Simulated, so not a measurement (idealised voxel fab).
Process module, titled voxel tone inversion
The figure presents cross-section cut, which has a width of 145 nm and is divided into square cells with an edge length of 5 nm.
Square cells in a grid make up a cross-section in this document, and the grid is given as bands, listed from the top down, each one or more rows of cells. Heights first: top, then bottom, in nm. Then materials, left to right, each with a width in nm. "all across" on a single material: fills the band edge to edge. "air": empty space. Note: height 0 marks the level under which the wafer is uniformly one material as received. Lowest band unbounded below, written "0 -> down". Width: "30->40" (first number = top row, second number = bottom row, same change from row to row of cells). For the purposes of this document, the phrase "nothing altered" attached to a step denotes that no cell within the cross-section was modified by that step. "Closed-off voids" - sealed voids, min. 8 cells, no opening to top; format: width x height at distance (distance from left edge; nm throughout). Formally, on a step line, whatever follows the settings is a remark that the simulator itself makes on the step. overlay nm, on a step with a mask: how far to the right of its planned place the mask lay; to the left if negative.

Planned process steps:
1. RECEIVE: material Si
2. CONFORMAL_DEP: material SiCN, thk nm 10
3. DIRECTIONAL_DEP: material aC, thk nm 25
4. PATTERN: tone cover, mask id POSTS, material resist, width nm 25, pitch nm 40, thk nm 30, overlay nm 0
5. DIRECTIONAL_ETCH: etch materials aC, depth nm 25
6. STRIP: etch materials resist
7. FILL_DEP: material SiO2, thk nm 5
8. CMP: height nm 35
9. STRIP: etch materials aC
10. CONFORMAL_DEP: material TiN, thk nm 5
11. FILL_DEP: material Ru, thk nm 5
12. CMP: height nm 35
13. CONFORMAL_DEP: material SiCN, thk nm 5

First of the two wafers, run per plan:

Cross-section, incoming material, after step 1:
  0 -> down | Si all across
  Closed-off voids: none

Wafer after step 2 (cross-section):
  10 -> 0 | SiCN all across
  Below 0 it's all the same as before, nothing changed down there.

Wafer after step 3 (cross-section):
  35 -> 10 | aC all across
  Below 10 it's all the same as before, nothing changed down there.

Wafer after step 4 (cross-section):
  65 -> 35 | 40 nm air  25 nm resist  15 nm air  25 nm resist  40 nm air
  Below 35 it's all the same as before, nothing changed down there.

Wafer after step 5 (cross-section):
  40 -> 35 | 40 nm air  25 nm resist  15 nm air  25 nm resist  40 nm air
  35 -> 10 | 40 nm air  25 nm aC  15 nm air  25 nm aC  40 nm air
  Below 10 it's all the same as before, nothing changed down there.

Wafer after step 6 (cross-section):
  35 -> 10 | 40 nm air  25 nm aC  15 nm air  25 nm aC  40 nm air
  Below 10 it's all the same as before, nothing changed down there.

Wafer after step 7 (cross-section):
  40 -> 35 | SiO2 all across
  35 -> 10 | 40 nm SiO2  25 nm aC  15 nm SiO2  25 nm aC  40 nm SiO2
  Below 10 it's all the same as before, nothing changed down there.

Wafer after step 8 (cross-section):
  35 -> 10 | 40 nm SiO2  25 nm aC  15 nm SiO2  25 nm aC  40 nm SiO2
  Below 10 it's all the same as before, nothing changed down there.

Wafer after step 9 (cross-section):
  35 -> 10 | 40 nm SiO2  25 nm air  15 nm SiO2  25 nm air  40 nm SiO2
  Below 10 it's all the same as before, nothing changed down there.

Wafer after step 10 (cross-section):
  40 -> 35 | 45 nm TiN  15 nm air  25 nm TiN  15 nm air  45 nm TiN
  35 -> 15 | 40 nm SiO2  5 nm TiN  15 nm air  5 nm TiN  15 nm SiO2  5 nm TiN  15 nm air  5 nm TiN  40 nm SiO2
  15 -> 10 | 40 nm SiO2  25 nm TiN  15 nm SiO2  25 nm TiN  40 nm SiO2
  Below 10 it's all the same as before, nothing changed down there.

Wafer after step 11 (cross-section):
  45 -> 40 | Ru all across
  40 -> 35 | 45 nm TiN  15 nm Ru  25 nm TiN  15 nm Ru  45 nm TiN
  35 -> 15 | 40 nm SiO2  5 nm TiN  15 nm Ru  5 nm TiN  15 nm SiO2  5 nm TiN  15 nm Ru  5 nm TiN  40 nm SiO2
  Below 15 it's all the same as before, nothing changed down there.

Wafer after step 12 (cross-section):
  35 -> 15 | 40 nm SiO2  5 nm TiN  15 nm Ru  5 nm TiN  15 nm SiO2  5 nm TiN  15 nm Ru  5 nm TiN  40 nm SiO2
  Below 15 it's all the same as before, nothing changed down there.

Wafer after step 13 (cross-section):
  40 -> 35 | SiCN all across
  Below 35 it's all the same as before, nothing changed down there.

The second wafer: identical to the first at the outset and in its planned sequence, differing only in that one mistake was made during processing; up to and including step 1, its path is the first wafer's path:

What the second wafer looks like in cross-section when step 2 should have wrapped up:
  25 -> 0 | aC all across
  Below 0 it's all the same as before, nothing changed down there.

What the second wafer looks like in cross-section when step 3 should have wrapped up:
  35 -> 25 | SiCN all across
  Below 25 it's all the same as before, nothing changed down there.

What the second wafer looks like in cross-section when step 4 should have wrapped up:
  65 -> 35 | 40 nm air  25 nm resist  15 nm air  25 nm resist  40 nm air
  Below 35 it's all the same as before, nothing changed down there.

What the second wafer looks like in cross-section when step 5 should have wrapped up:
  40 -> 35 | 40 nm air  25 nm resist  15 nm air  25 nm resist  40 nm air
  Below 35 it's all the same as before, nothing changed down there.

What the second wafer looks like in cross-section when step 6 should have wrapped up:
  35 -> 25 | SiCN all across
  Below 25 it's all the same as before, nothing changed down there.

What the second wafer looks like in cross-section when step 7 should have wrapped up:
  40 -> 35 | SiO2 all across
  Below 35 it's all the same as before, nothing changed down there.

What the second wafer looks like in cross-section when step 8 should have wrapped up:
  35 -> 25 | SiCN all across
  Below 25 it's all the same as before, nothing changed down there.

What the second wafer looks like in cross-section when step 9 should have wrapped up: nothing altered

What the second wafer looks like in cross-section when step 10 should have wrapped up:
  40 -> 35 | TiN all across
  Below 35 it's all the same as before, nothing changed down there.

What the second wafer looks like in cross-section when step 11 should have wrapped up:
  45 -> 40 | Ru all across
  Below 40 it's all the same as before, nothing changed down there.

What the second wafer looks like in cross-section when step 12 should have wrapped up:
  35 -> 25 | SiCN all across
  Below 25 it's all the same as before, nothing changed down there.

What the second wafer looks like in cross-section when step 13 should have wrapped up:
  40 -> 25 | SiCN all across
  Below 25 it's all the same as before, nothing changed down there.
So what did we get wrong on this run? deviation from plan: step 3 and step 2 executed in one another's positions
Upon completion, the second wafer contains, in terms of cells, a greater or smaller amount of certain materials than the first wafer: 24 fewer of Ru | 95 fewer of SiO2 | 26 fewer of TiN | 145 more of aC
